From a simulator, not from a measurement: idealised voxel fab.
Process module, titled voxel transistor to metal
Square cells of 5 nm make up the cross-section cut, whose width is 270 nm.
Format of a cross-section: grid, square cells. Given as bands. Order: top down. Band: one or more rows of cells.
Top height, bottom height, nm. Materials left to right, width each, nm. Single material + "all across" = fills band edge to edge. "empty" = empty.
For the purposes of this specification, 0 denotes the height below which the wafer in its as-received condition is composed wholly of one material, and the lowermost band, lacking a lower limit, extends downward without end, as expressed in "0 and below".
The width entry "30->40" should be interpreted row by row: the top row of cells in the band takes the first number, the bottom row takes the second number, and the change between adjacent rows is uniform throughout.
For the purposes of this document, the phrase "remained the same" attached to a step denotes that no cell within the cross-section was modified by that step.
Listed in "Enclosed voids": every empty space of 8 or more cells without an open way to the top. Form: width x height at distance, the distance being from the left edge, all in nm.
It should be noted that, on the line of a given step, the content following the step's settings is a remark produced by the simulator itself with respect to that step.
If you see "overlay nm" on a step's line and that step has a mask, it's telling you how far right of where it was planned the mask ended up; a negative number means it went left instead.
Quick note on how to read the rest: it's all pairs. You get the cross-section before a process step and the one after, but the after one only goes down as far as the lowest band that changed. The step in between, with its settings, sits under the pair. Heads up, the pairs can come from different runs of this module on the same starting wafer, so don't assume a pair picks up from the one above unless its "Incoming structure" entry says it does.

INCOMING STRUCTURE
- 40 down to 25: empty 55 nm  SiN 5 nm  SiCN 25 nm  SiN 5 nm  empty 90 nm  SiN 5 nm  SiCN 25 nm  SiN 5 nm  empty 55 nm
- 25 down to 10: empty 55 nm  SiN 5 nm  polySi 25 nm  SiN 5 nm  empty 90 nm  SiN 5 nm  polySi 25 nm  SiN 5 nm  empty 55 nm
- 10 down to 5: empty 20 nm  SiN 5 nm  empty 30 nm  SiN 5 nm  polySi 25 nm  SiN 5 nm  empty 35 nm  SiN 5 nm  empty 15 nm  SiN 5 nm  empty 30 nm  SiN 5 nm  polySi 25 nm  SiN 5 nm  empty 35 nm  SiN 5 nm  empty 15 nm
- 5 down to 0: SiO2 20 nm  SiN 5 nm  empty 30 nm  SiN 5 nm  polySi 25 nm  SiN 5 nm  empty 35 nm  SiN 5 nm  SiO2 15 nm  SiN 5 nm  empty 30 nm  SiN 5 nm  polySi 25 nm  SiN 5 nm  empty 35 nm  SiN 5 nm  SiO2 15 nm
- 0 down to -5: SiO2 25 nm  empty 30 nm  SiO2 35 nm  empty 35 nm  SiO2 25 nm  empty 30 nm  SiO2 35 nm  empty 35 nm  SiO2 20 nm
- -5 down to -15: SiO2 25 nm  empty 30 nm  Si 35 nm  empty 35 nm  SiO2 25 nm  empty 30 nm  Si 35 nm  empty 35 nm  SiO2 20 nm
- -15 down to -20: SiO2 25 nm  Si 100 nm  SiO2 25 nm  Si 100 nm  SiO2 20 nm
- -20 and below: Si all across
- Enclosed voids: none

POST-PROCESS SECTION
- 40 down to 25: empty 55 nm  SiN 5 nm  SiCN 25 nm  SiN 5 nm  empty 90 nm  SiN 5 nm  SiCN 25 nm  SiN 5 nm  empty 55 nm
- 25 down to 10: empty 55 nm  SiN 5 nm  polySi 25 nm  SiN 5 nm  empty 90 nm  SiN 5 nm  polySi 25 nm  SiN 5 nm  empty 55 nm
- 10 down to 5: empty 20 nm  SiN 5 nm  empty 30 nm  SiN 5 nm  polySi 25 nm  SiN 5 nm  empty 35 nm  SiN 5 nm  empty 15 nm  SiN 5 nm  empty 30 nm  SiN 5 nm  polySi 25 nm  SiN 5 nm  empty 35 nm  SiN 5 nm  empty 15 nm
- 5 down to 0: SiO2 20 nm  SiN 5 nm  empty 20 nm  nSi 10 nm  SiN 5 nm  polySi 25 nm  SiN 5 nm  nSi 10 nm  empty 25 nm  SiN 5 nm  SiO2 15 nm  SiN 5 nm  empty 20 nm  nSi 10 nm  SiN 5 nm  polySi 25 nm  SiN 5 nm  nSi 10 nm  empty 25 nm  SiN 5 nm  SiO2 15 nm
- 0 down to -5: SiO2 25 nm  empty 20 nm  nSi 10 nm  SiO2 35 nm  nSi 10 nm  empty 25 nm  SiO2 25 nm  empty 20 nm  nSi 10 nm  SiO2 35 nm  nSi 10 nm  empty 25 nm  SiO2 20 nm
- -5 down to -15: SiO2 25 nm  nSi 30 nm  Si 35 nm  nSi 35 nm  SiO2 25 nm  nSi 30 nm  Si 35 nm  nSi 35 nm  SiO2 20 nm
- below -15: unchanged
- Enclosed voids: none
Going from the before section above to the after section, the step was EPI, material nSi, thk nm 10

Incoming structure: For the state before this step, see the after cross-section of the pair located directly above.

POST-PROCESS SECTION
- 45 down to 40: SiO2 all across
- 40 down to 25: SiO2 55 nm  SiN 5 nm  SiCN 25 nm  SiN 5 nm  SiO2 90 nm  SiN 5 nm  SiCN 25 nm  SiN 5 nm  SiO2 55 nm
- 25 down to 10: SiO2 55 nm  SiN 5 nm  polySi 25 nm  SiN 5 nm  SiO2 90 nm  SiN 5 nm  polySi 25 nm  SiN 5 nm  SiO2 55 nm
- 10 down to 5: SiO2 20 nm  SiN 5 nm  SiO2 30 nm  SiN 5 nm  polySi 25 nm  SiN 5 nm  SiO2 35 nm  SiN 5 nm  SiO2 15 nm  SiN 5 nm  SiO2 30 nm  SiN 5 nm  polySi 25 nm  SiN 5 nm  SiO2 35 nm  SiN 5 nm  SiO2 15 nm
- 5 down to 0: SiO2 20 nm  SiN 5 nm  SiO2 20 nm  nSi 10 nm  SiN 5 nm  polySi 25 nm  SiN 5 nm  nSi 10 nm  SiO2 25 nm  SiN 5 nm  SiO2 15 nm  SiN 5 nm  SiO2 20 nm  nSi 10 nm  SiN 5 nm  polySi 25 nm  SiN 5 nm  nSi 10 nm  SiO2 25 nm  SiN 5 nm  SiO2 15 nm
- 0 down to -5: SiO2 45 nm  nSi 10 nm  SiO2 35 nm  nSi 10 nm  SiO2 70 nm  nSi 10 nm  SiO2 35 nm  nSi 10 nm  SiO2 45 nm
- below -5: unchanged
- Enclosed voids: none
Going from the before section above to the after section, the step was FILL_DEP, material SiO2, thk nm 5

Incoming structure: For the state before this step, see the after cross-section of the pair located directly above.

POST-PROCESS SECTION
- 25 down to 10: SiO2 55 nm  SiN 5 nm  polySi 25 nm  SiN 5 nm  SiO2 90 nm  SiN 5 nm  polySi 25 nm  SiN 5 nm  SiO2 55 nm
- below 10: unchanged
- Enclosed voids: none
Going from the before section above to the after section, the step was CMP, height nm 25

Incoming structure: For the state before this step, see the after cross-section of the pair located directly above.

POST-PROCESS SECTION
- 25 down to 10: SiO2 55 nm  SiN 5 nm  empty 25 nm  SiN 5 nm  SiO2 90 nm  SiN 5 nm  empty 25 nm  SiN 5 nm  SiO2 55 nm
- 10 down to 5: SiO2 20 nm  SiN 5 nm  SiO2 30 nm  SiN 5 nm  empty 25 nm  SiN 5 nm  SiO2 35 nm  SiN 5 nm  SiO2 15 nm  SiN 5 nm  SiO2 30 nm  SiN 5 nm  empty 25 nm  SiN 5 nm  SiO2 35 nm  SiN 5 nm  SiO2 15 nm
- 5 down to 0: SiO2 20 nm  SiN 5 nm  SiO2 20 nm  nSi 10 nm  SiN 5 nm  empty 25 nm  SiN 5 nm  nSi 10 nm  SiO2 25 nm  SiN 5 nm  SiO2 15 nm  SiN 5 nm  SiO2 20 nm  nSi 10 nm  SiN 5 nm  empty 25 nm  SiN 5 nm  nSi 10 nm  SiO2 25 nm  SiN 5 nm  SiO2 15 nm
- below 0: unchanged
- Enclosed voids: none
Going from the before section above to the after section, the step was STRIP, etch materials polySi

Incoming structure: For the state before this step, see the after cross-section of the pair located directly above.

POST-PROCESS SECTION
- 25 down to 20: empty 55 nm  SiN 5 nm  empty 25 nm  SiN 5 nm  empty 90 nm  SiN 5 nm  empty 25 nm  SiN 5 nm  empty 55 nm
- 20 down to 10: SiO2 55 nm  SiN 5 nm  empty 25 nm  SiN 5 nm  SiO2 90 nm  SiN 5 nm  empty 25 nm  SiN 5 nm  SiO2 55 nm
- 10 down to 5: SiO2 20 nm  SiN 5 nm  SiO2 30 nm  SiN 5 nm  empty 25 nm  SiN 5 nm  SiO2 35 nm  SiN 5 nm  SiO2 15 nm  SiN 5 nm  SiO2 30 nm  SiN 5 nm  empty 25 nm  SiN 5 nm  SiO2 35 nm  SiN 5 nm  SiO2 15 nm
- 5 down to 0: SiO2 20 nm  SiN 5 nm  SiO2 20 nm  nSi 10 nm  SiN 5 nm  empty 25 nm  SiN 5 nm  nSi 10 nm  SiO2 25 nm  SiN 5 nm  SiO2 15 nm  SiN 5 nm  SiO2 20 nm  nSi 10 nm  SiN 5 nm  empty 25 nm  SiN 5 nm  nSi 10 nm  SiO2 25 nm  SiN 5 nm  SiO2 15 nm
- 0 down to -5: SiO2 45 nm  nSi 10 nm  empty 35 nm  nSi 10 nm  SiO2 70 nm  nSi 10 nm  empty 35 nm  nSi 10 nm  SiO2 45 nm
- below -5: unchanged
- Enclosed voids: none
Going from the before section above to the after section, the step was SELECTIVE_ETCH, etch materials SiO2, depth nm 5

Incoming structure: For the state before this step, see the after cross-section of the pair located directly above.

POST-PROCESS SECTION
- 30 down to 25: empty 50 nm  HfO2 15 nm  empty 15 nm  HfO2 15 nm  empty 80 nm  HfO2 15 nm  empty 15 nm  HfO2 15 nm  empty 50 nm
- 25 down to 20: HfO2 55 nm  SiN 5 nm  HfO2 5 nm  empty 15 nm  HfO2 5 nm  SiN 5 nm  HfO2 90 nm  SiN 5 nm  HfO2 5 nm  empty 15 nm  HfO2 5 nm  SiN 5 nm  HfO2 55 nm
- 20 down to 10: SiO2 55 nm  SiN 5 nm  HfO2 5 nm  empty 15 nm  HfO2 5 nm  SiN 5 nm  SiO2 90 nm  SiN 5 nm  HfO2 5 nm  empty 15 nm  HfO2 5 nm  SiN 5 nm  SiO2 55 nm
- 10 down to 5: SiO2 20 nm  SiN 5 nm  SiO2 30 nm  SiN 5 nm  HfO2 5 nm  empty 15 nm  HfO2 5 nm  SiN 5 nm  SiO2 35 nm  SiN 5 nm  SiO2 15 nm  SiN 5 nm  SiO2 30 nm  SiN 5 nm  HfO2 5 nm  empty 15 nm  HfO2 5 nm  SiN 5 nm  SiO2 35 nm  SiN 5 nm  SiO2 15 nm
- 5 down to 0: SiO2 20 nm  SiN 5 nm  SiO2 20 nm  nSi 10 nm  SiN 5 nm  HfO2 5 nm  empty 15 nm  HfO2 5 nm  SiN 5 nm  nSi 10 nm  SiO2 25 nm  SiN 5 nm  SiO2 15 nm  SiN 5 nm  SiO2 20 nm  nSi 10 nm  SiN 5 nm  HfO2 5 nm  empty 15 nm  HfO2 5 nm  SiN 5 nm  nSi 10 nm  SiO2 25 nm  SiN 5 nm  SiO2 15 nm
- 0 down to -5: SiO2 45 nm  nSi 10 nm  HfO2 35 nm  nSi 10 nm  SiO2 70 nm  nSi 10 nm  HfO2 35 nm  nSi 10 nm  SiO2 45 nm
- below -5: unchanged
- Enclosed voids: none
Going from the before section above to the after section, the step was CONFORMAL_DEP, material HfO2, thk nm 5

Incoming structure: For the state before this step, see the after cross-section of the pair located directly above.

POST-PROCESS SECTION
- 35 down to 30: empty 45 nm  TiN 25 nm  empty 5 nm  TiN 25 nm  empty 70 nm  TiN 25 nm  empty 5 nm  TiN 25 nm  empty 45 nm
- 30 down to 25: TiN 50 nm  HfO2 15 nm  TiN 5 nm  empty 5 nm  TiN 5 nm  HfO2 15 nm  TiN 80 nm  HfO2 15 nm  TiN 5 nm  empty 5 nm  TiN 5 nm  HfO2 15 nm  TiN 50 nm
- 25 down to 20: HfO2 55 nm  SiN 5 nm  HfO2 5 nm  TiN 5 nm  empty 5 nm  TiN 5 nm  HfO2 5 nm  SiN 5 nm  HfO2 90 nm  SiN 5 nm  HfO2 5 nm  TiN 5 nm  empty 5 nm  TiN 5 nm  HfO2 5 nm  SiN 5 nm  HfO2 55 nm
- 20 down to 10: SiO2 55 nm  SiN 5 nm  HfO2 5 nm  TiN 5 nm  empty 5 nm  TiN 5 nm  HfO2 5 nm  SiN 5 nm  SiO2 90 nm  SiN 5 nm  HfO2 5 nm  TiN 5 nm  empty 5 nm  TiN 5 nm  HfO2 5 nm  SiN 5 nm  SiO2 55 nm
- 10 down to 5: SiO2 20 nm  SiN 5 nm  SiO2 30 nm  SiN 5 nm  HfO2 5 nm  TiN 5 nm  empty 5 nm  TiN 5 nm  HfO2 5 nm  SiN 5 nm  SiO2 35 nm  SiN 5 nm  SiO2 15 nm  SiN 5 nm  SiO2 30 nm  SiN 5 nm  HfO2 5 nm  TiN 5 nm  empty 5 nm  TiN 5 nm  HfO2 5 nm  SiN 5 nm  SiO2 35 nm  SiN 5 nm  SiO2 15 nm
- 5 down to 0: SiO2 20 nm  SiN 5 nm  SiO2 20 nm  nSi 10 nm  SiN 5 nm  HfO2 5 nm  TiN 15 nm  HfO2 5 nm  SiN 5 nm  nSi 10 nm  SiO2 25 nm  SiN 5 nm  SiO2 15 nm  SiN 5 nm  SiO2 20 nm  nSi 10 nm  SiN 5 nm  HfO2 5 nm  TiN 15 nm  HfO2 5 nm  SiN 5 nm  nSi 10 nm  SiO2 25 nm  SiN 5 nm  SiO2 15 nm
- below 0: unchanged
- Enclosed voids: none
Going from the before section above to the after section, the step was CONFORMAL_DEP, material TiN, thk nm 5

Incoming structure: For the state before this step, see the after cross-section of the pair located directly above.

POST-PROCESS SECTION
- 40 down to 35: W all across
- 35 down to 30: W 45 nm  TiN 25 nm  W 5 nm  TiN 25 nm  W 70 nm  TiN 25 nm  W 5 nm  TiN 25 nm  W 45 nm
- 30 down to 25: TiN 50 nm  HfO2 15 nm  TiN 5 nm  W 5 nm  TiN 5 nm  HfO2 15 nm  TiN 80 nm  HfO2 15 nm  TiN 5 nm  W 5 nm  TiN 5 nm  HfO2 15 nm  TiN 50 nm
- 25 down to 20: HfO2 55 nm  SiN 5 nm  HfO2 5 nm  TiN 5 nm  W 5 nm  TiN 5 nm  HfO2 5 nm  SiN 5 nm  HfO2 90 nm  SiN 5 nm  HfO2 5 nm  TiN 5 nm  W 5 nm  TiN 5 nm  HfO2 5 nm  SiN 5 nm  HfO2 55 nm
- 20 down to 10: SiO2 55 nm  SiN 5 nm  HfO2 5 nm  TiN 5 nm  W 5 nm  TiN 5 nm  HfO2 5 nm  SiN 5 nm  SiO2 90 nm  SiN 5 nm  HfO2 5 nm  TiN 5 nm  W 5 nm  TiN 5 nm  HfO2 5 nm  SiN 5 nm  SiO2 55 nm
- 10 down to 5: SiO2 20 nm  SiN 5 nm  SiO2 30 nm  SiN 5 nm  HfO2 5 nm  TiN 5 nm  W 5 nm  TiN 5 nm  HfO2 5 nm  SiN 5 nm  SiO2 35 nm  SiN 5 nm  SiO2 15 nm  SiN 5 nm  SiO2 30 nm  SiN 5 nm  HfO2 5 nm  TiN 5 nm  W 5 nm  TiN 5 nm  HfO2 5 nm  SiN 5 nm  SiO2 35 nm  SiN 5 nm  SiO2 15 nm
- below 5: unchanged
- Enclosed voids: none
Going from the before section above to the after section, the step was FILL_DEP, material W, thk nm 5

Incoming structure: For the state before this step, see the after cross-section of the pair located directly above.

POST-PROCESS SECTION
- 20 down to 10: SiO2 55 nm  SiN 5 nm  HfO2 5 nm  TiN 5 nm  W 5 nm  TiN 5 nm  HfO2 5 nm  SiN 5 nm  SiO2 90 nm  SiN 5 nm  HfO2 5 nm  TiN 5 nm  W 5 nm  TiN 5 nm  HfO2 5 nm  SiN 5 nm  SiO2 55 nm
- below 10: unchanged
- Enclosed voids: none
Going from the before section above to the after section, the step was CMP, height nm 20

Incoming structure: For the state before this step, see the after cross-section of the pair located directly above.

POST-PROCESS SECTION
- 30 down to 20: SiO2 all across
- below 20: unchanged
- Enclosed voids: none
Going from the before section above to the after section, the step was DIRECTIONAL_DEP, material SiO2, thk nm 10

Incoming structure: For the state before this step, see the after cross-section of the pair located directly above.

POST-PROCESS SECTION
- 50 down to 30: resist 30 nm  empty 15 nm  resist 55 nm  empty 15 nm  resist 40 nm  empty 15 nm  resist 55 nm  empty 15 nm  resist 30 nm
- below 30: unchanged
- Enclosed voids: none
Going from the before section above to the after section, the step was PATTERN, tone open, mask id CONTACT, material resist, width nm 15, thk nm 20, overlay nm 0

Incoming structure: For the state before this step, see the after cross-section of the pair located directly above.

POST-PROCESS SECTION
- 50 down to 30: resist 30 nm  empty 15 nm  resist 55 nm  empty 15 nm  resist 40 nm  empty 15 nm  resist 55 nm  empty 15 nm  resist 30 nm
- 30 down to 20: SiO2 30 nm  empty 15 nm  SiO2 55 nm  empty 15 nm  SiO2 40 nm  empty 15 nm  SiO2 55 nm  empty 15 nm  SiO2 30 nm
- 20 down to 10: SiO2 30 nm  empty 15 nm  SiO2 10 nm  SiN 5 nm  HfO2 5 nm  TiN 5 nm  W 5 nm  TiN 5 nm  HfO2 5 nm  SiN 5 nm  SiO2 10 nm  empty 15 nm  SiO2 40 nm  empty 15 nm  SiO2 10 nm  SiN 5 nm  HfO2 5 nm  TiN 5 nm  W 5 nm  TiN 5 nm  HfO2 5 nm  SiN 5 nm  SiO2 10 nm  empty 15 nm  SiO2 30 nm
- 10 down to 5: SiO2 20 nm  SiN 5 nm  SiO2 5 nm  empty 15 nm  SiO2 10 nm  SiN 5 nm  HfO2 5 nm  TiN 5 nm  W 5 nm  TiN 5 nm  HfO2 5 nm  SiN 5 nm  SiO2 10 nm  empty 15 nm  SiO2 10 nm  SiN 5 nm  SiO2 15 nm  SiN 5 nm  SiO2 5 nm  empty 15 nm  SiO2 10 nm  SiN 5 nm  HfO2 5 nm  TiN 5 nm  W 5 nm  TiN 5 nm  HfO2 5 nm  SiN 5 nm  SiO2 10 nm  empty 15 nm  SiO2 10 nm  SiN 5 nm  SiO2 15 nm
- 5 down to 0: SiO2 20 nm  SiN 5 nm  SiO2 5 nm  empty 15 nm  nSi 10 nm  SiN 5 nm  HfO2 5 nm  TiN 15 nm  HfO2 5 nm  SiN 5 nm  nSi 10 nm  empty 15 nm  SiO2 10 nm  SiN 5 nm  SiO2 15 nm  SiN 5 nm  SiO2 5 nm  empty 15 nm  nSi 10 nm  SiN 5 nm  HfO2 5 nm  TiN 15 nm  HfO2 5 nm  SiN 5 nm  nSi 10 nm  empty 15 nm  SiO2 10 nm  SiN 5 nm  SiO2 15 nm
- 0 down to -5: SiO2 30 nm  empty 15 nm  nSi 10 nm  HfO2 35 nm  nSi 10 nm  empty 15 nm  SiO2 40 nm  empty 15 nm  nSi 10 nm  HfO2 35 nm  nSi 10 nm  empty 15 nm  SiO2 30 nm
- below -5: unchanged
- Enclosed voids: none
Going from the before section above to the after section, the step was DIRECTIONAL_ETCH, etch materials SiO2, depth nm 35

Incoming structure: For the state before this step, see the after cross-section of the pair located directly above.

POST-PROCESS SECTION
- 30 down to 20: SiO2 30 nm  empty 15 nm  SiO2 55 nm  empty 15 nm  SiO2 40 nm  empty 15 nm  SiO2 55 nm  empty 15 nm  SiO2 30 nm
- below 20: unchanged
- Enclosed voids: none
Going from the before section above to the after section, the step was STRIP, etch materials resist

Incoming structure: For the state before this step, see the after cross-section of the pair located directly above.

POST-PROCESS SECTION
- 35 down to 30: TiN 35 nm  empty 5 nm  TiN 65 nm  empty 5 nm  TiN 50 nm  empty 5 nm  TiN 65 nm  empty 5 nm  TiN 35 nm
- 30 down to 20: SiO2 30 nm  TiN 5 nm  empty 5 nm  TiN 5 nm  SiO2 55 nm  TiN 5 nm  empty 5 nm  TiN 5 nm  SiO2 40 nm  TiN 5 nm  empty 5 nm  TiN 5 nm  SiO2 55 nm  TiN 5 nm  empty 5 nm  TiN 5 nm  SiO2 30 nm
- 20 down to 10: SiO2 30 nm  TiN 5 nm  empty 5 nm  TiN 5 nm  SiO2 10 nm  SiN 5 nm  HfO2 5 nm  TiN 5 nm  W 5 nm  TiN 5 nm  HfO2 5 nm  SiN 5 nm  SiO2 10 nm  TiN 5 nm  empty 5 nm  TiN 5 nm  SiO2 40 nm  TiN 5 nm  empty 5 nm  TiN 5 nm  SiO2 10 nm  SiN 5 nm  HfO2 5 nm  TiN 5 nm  W 5 nm  TiN 5 nm  HfO2 5 nm  SiN 5 nm  SiO2 10 nm  TiN 5 nm  empty 5 nm  TiN 5 nm  SiO2 30 nm
- 10 down to 5: SiO2 20 nm  SiN 5 nm  SiO2 5 nm  TiN 5 nm  empty 5 nm  TiN 5 nm  SiO2 10 nm  SiN 5 nm  HfO2 5 nm  TiN 5 nm  W 5 nm  TiN 5 nm  HfO2 5 nm  SiN 5 nm  SiO2 10 nm  TiN 5 nm  empty 5 nm  TiN 5 nm  SiO2 10 nm  SiN 5 nm  SiO2 15 nm  SiN 5 nm  SiO2 5 nm  TiN 5 nm  empty 5 nm  TiN 5 nm  SiO2 10 nm  SiN 5 nm  HfO2 5 nm  TiN 5 nm  W 5 nm  TiN 5 nm  HfO2 5 nm  SiN 5 nm  SiO2 10 nm  TiN 5 nm  empty 5 nm  TiN 5 nm  SiO2 10 nm  SiN 5 nm  SiO2 15 nm
- 5 down to 0: SiO2 20 nm  SiN 5 nm  SiO2 5 nm  TiN 5 nm  empty 5 nm  TiN 5 nm  nSi 10 nm  SiN 5 nm  HfO2 5 nm  TiN 15 nm  HfO2 5 nm  SiN 5 nm  nSi 10 nm  TiN 5 nm  empty 5 nm  TiN 5 nm  SiO2 10 nm  SiN 5 nm  SiO2 15 nm  SiN 5 nm  SiO2 5 nm  TiN 5 nm  empty 5 nm  TiN 5 nm  nSi 10 nm  SiN 5 nm  HfO2 5 nm  TiN 15 nm  HfO2 5 nm  SiN 5 nm  nSi 10 nm  TiN 5 nm  empty 5 nm  TiN 5 nm  SiO2 10 nm  SiN 5 nm  SiO2 15 nm
- 0 down to -5: SiO2 30 nm  TiN 15 nm  nSi 10 nm  HfO2 35 nm  nSi 10 nm  TiN 15 nm  SiO2 40 nm  TiN 15 nm  nSi 10 nm  HfO2 35 nm  nSi 10 nm  TiN 15 nm  SiO2 30 nm
- below -5: unchanged
- Enclosed voids: none
Going from the before section above to the after section, the step was CONFORMAL_DEP, material TiN, thk nm 5

Incoming structure: For the state before this step, see the after cross-section of the pair located directly above.

POST-PROCESS SECTION
- 45 down to 35: Ru all across
- 35 down to 30: TiN 35 nm  Ru 5 nm  TiN 65 nm  Ru 5 nm  TiN 50 nm  Ru 5 nm  TiN 65 nm  Ru 5 nm  TiN 35 nm
- 30 down to 20: SiO2 30 nm  TiN 5 nm  Ru 5 nm  TiN 5 nm  SiO2 55 nm  TiN 5 nm  Ru 5 nm  TiN 5 nm  SiO2 40 nm  TiN 5 nm  Ru 5 nm  TiN 5 nm  SiO2 55 nm  TiN 5 nm  Ru 5 nm  TiN 5 nm  SiO2 30 nm
- 20 down to 10: SiO2 30 nm  TiN 5 nm  Ru 5 nm  TiN 5 nm  SiO2 10 nm  SiN 5 nm  HfO2 5 nm  TiN 5 nm  W 5 nm  TiN 5 nm  HfO2 5 nm  SiN 5 nm  SiO2 10 nm  TiN 5 nm  Ru 5 nm  TiN 5 nm  SiO2 40 nm  TiN 5 nm  Ru 5 nm  TiN 5 nm  SiO2 10 nm  SiN 5 nm  HfO2 5 nm  TiN 5 nm  W 5 nm  TiN 5 nm  HfO2 5 nm  SiN 5 nm  SiO2 10 nm  TiN 5 nm  Ru 5 nm  TiN 5 nm  SiO2 30 nm
- 10 down to 5: SiO2 20 nm  SiN 5 nm  SiO2 5 nm  TiN 5 nm  Ru 5 nm  TiN 5 nm  SiO2 10 nm  SiN 5 nm  HfO2 5 nm  TiN 5 nm  W 5 nm  TiN 5 nm  HfO2 5 nm  SiN 5 nm  SiO2 10 nm  TiN 5 nm  Ru 5 nm  TiN 5 nm  SiO2 10 nm  SiN 5 nm  SiO2 15 nm  SiN 5 nm  SiO2 5 nm  TiN 5 nm  Ru 5 nm  TiN 5 nm  SiO2 10 nm  SiN 5 nm  HfO2 5 nm  TiN 5 nm  W 5 nm  TiN 5 nm  HfO2 5 nm  SiN 5 nm  SiO2 10 nm  TiN 5 nm  Ru 5 nm  TiN 5 nm  SiO2 10 nm  SiN 5 nm  SiO2 15 nm
- 5 down to 0: SiO2 20 nm  SiN 5 nm  SiO2 5 nm  TiN 5 nm  Ru 5 nm  TiN 5 nm  nSi 10 nm  SiN 5 nm  HfO2 5 nm  TiN 15 nm  HfO2 5 nm  SiN 5 nm  nSi 10 nm  TiN 5 nm  Ru 5 nm  TiN 5 nm  SiO2 10 nm  SiN 5 nm  SiO2 15 nm  SiN 5 nm  SiO2 5 nm  TiN 5 nm  Ru 5 nm  TiN 5 nm  nSi 10 nm  SiN 5 nm  HfO2 5 nm  TiN 15 nm  HfO2 5 nm  SiN 5 nm  nSi 10 nm  TiN 5 nm  Ru 5 nm  TiN 5 nm  SiO2 10 nm  SiN 5 nm  SiO2 15 nm
- below 0: unchanged
- Enclosed voids: none
Going from the before section above to the after section, the step was FILL_DEP, material Ru, thk nm 10

Incoming structure: For the state before this step, see the after cross-section of the pair located directly above.

POST-PROCESS SECTION
- 30 down to 20: SiO2 30 nm  TiN 5 nm  Ru 5 nm  TiN 5 nm  SiO2 55 nm  TiN 5 nm  Ru 5 nm  TiN 5 nm  SiO2 40 nm  TiN 5 nm  Ru 5 nm  TiN 5 nm  SiO2 55 nm  TiN 5 nm  Ru 5 nm  TiN 5 nm  SiO2 30 nm
- below 20: unchanged
- Enclosed voids: none
Going from the before section above to the after section, the step was CMP, height nm 30

Incoming structure: For the state before this step, see the after cross-section of the pair located directly above.

POST-PROCESS SECTION
- 35 down to 30: TiN all across
- below 30: unchanged
- Enclosed voids: none
Going from the before section above to the after section, the step was DIRECTIONAL_DEP, material TiN, thk nm 5

Incoming structure: For the state before this step, see the after cross-section of the pair located directly above.

POST-PROCESS SECTION
- 50 down to 35: Ru all across
- below 35: unchanged
- Enclosed voids: none
Going from the before section above to the after section, the step was DIRECTIONAL_DEP, material Ru, thk nm 15

Incoming structure: For the state before this step, see the after cross-section of the pair located directly above.

POST-PROCESS SECTION
- 50 down to 35: empty 30 nm  Ru 15 nm  empty 55 nm  Ru 15 nm  empty 40 nm  Ru 15 nm  empty 55 nm  Ru 15 nm  empty 30 nm
- below 35: unchanged
- Enclosed voids: none
Going from the before section above to the after section, the step was MASKED_ETCH, tone cover, mask id METAL_1, width nm 15, etch materials Ru, depth nm 15, overlay nm 0

Incoming structure: For the state before this step, see the after cross-section of the pair located directly above.

POST-PROCESS SECTION
- 50 down to 35: empty 30 nm  Ru 15 nm  empty 55 nm  Ru 15 nm  empty 40 nm  Ru 15 nm  empty 55 nm  Ru 15 nm  empty 30 nm
- 35 down to 30: empty 30 nm  TiN 15 nm  empty 55 nm  TiN 15 nm  empty 40 nm  TiN 15 nm  empty 55 nm  TiN 15 nm  empty 30 nm
- below 30: unchanged
- Enclosed voids: none
Going from the before section above to the after section, the step was MASKED_ETCH, tone cover, mask id METAL_1, width nm 15, etch materials TiN, depth nm 5, overlay nm 0

Incoming structure: For the state before this step, see the after cross-section of the pair located directly above.

POST-PROCESS SECTION
- 55 down to 50: empty 25 nm  SiCN 25 nm  empty 45 nm  SiCN 25 nm  empty 30 nm  SiCN 25 nm  empty 45 nm  SiCN 25 nm  empty 25 nm
- 50 down to 35: empty 25 nm  SiCN 5 nm  Ru 15 nm  SiCN 5 nm  empty 45 nm  SiCN 5 nm  Ru 15 nm  SiCN 5 nm  empty 30 nm  SiCN 5 nm  Ru 15 nm  SiCN 5 nm  empty 45 nm  SiCN 5 nm  Ru 15 nm  SiCN 5 nm  empty 25 nm
- 35 down to 30: SiCN 30 nm  TiN 15 nm  SiCN 55 nm  TiN 15 nm  SiCN 40 nm  TiN 15 nm  SiCN 55 nm  TiN 15 nm  SiCN 30 nm
- below 30: unchanged
- Enclosed voids: none
Going from the before section above to the after section, the step was CONFORMAL_DEP, material SiCN, thk nm 5

Incoming structure: For the state before this step, see the after cross-section of the pair located directly above.

POST-PROCESS SECTION
- 60 down to 55: lowk all across
- 55 down to 50: lowk 25 nm  SiCN 25 nm  lowk 45 nm  SiCN 25 nm  lowk 30 nm  SiCN 25 nm  lowk 45 nm  SiCN 25 nm  lowk 25 nm
- 50 down to 35: lowk 25 nm  SiCN 5 nm  Ru 15 nm  SiCN 5 nm  lowk 45 nm  SiCN 5 nm  Ru 15 nm  SiCN 5 nm  lowk 30 nm  SiCN 5 nm  Ru 15 nm  SiCN 5 nm  lowk 45 nm  SiCN 5 nm  Ru 15 nm  SiCN 5 nm  lowk 25 nm
- below 35: unchanged
- Enclosed voids: none
Going from the before section above to the after section, the step was FILL_DEP, material lowk, thk nm 5

Incoming structure: For the state before this step, see the after cross-section of the pair located directly above.

POST-PROCESS SECTION
- 50 down to 35: lowk 25 nm  SiCN 5 nm  Ru 15 nm  SiCN 5 nm  lowk 45 nm  SiCN 5 nm  Ru 15 nm  SiCN 5 nm  lowk 30 nm  SiCN 5 nm  Ru 15 nm  SiCN 5 nm  lowk 45 nm  SiCN 5 nm  Ru 15 nm  SiCN 5 nm  lowk 25 nm
- below 35: unchanged
- Enclosed voids: none
Going from the before section above to the after section, the step was CMP, height nm 50

Incoming structure: For the state before this step, see the after cross-section of the pair located directly above.

POST-PROCESS SECTION
- 55 down to 50: SiCN all across
- below 50: unchanged
- Enclosed voids: none
Going from the before section above to the after section, the step was CONFORMAL_DEP, material SiCN, thk nm 5
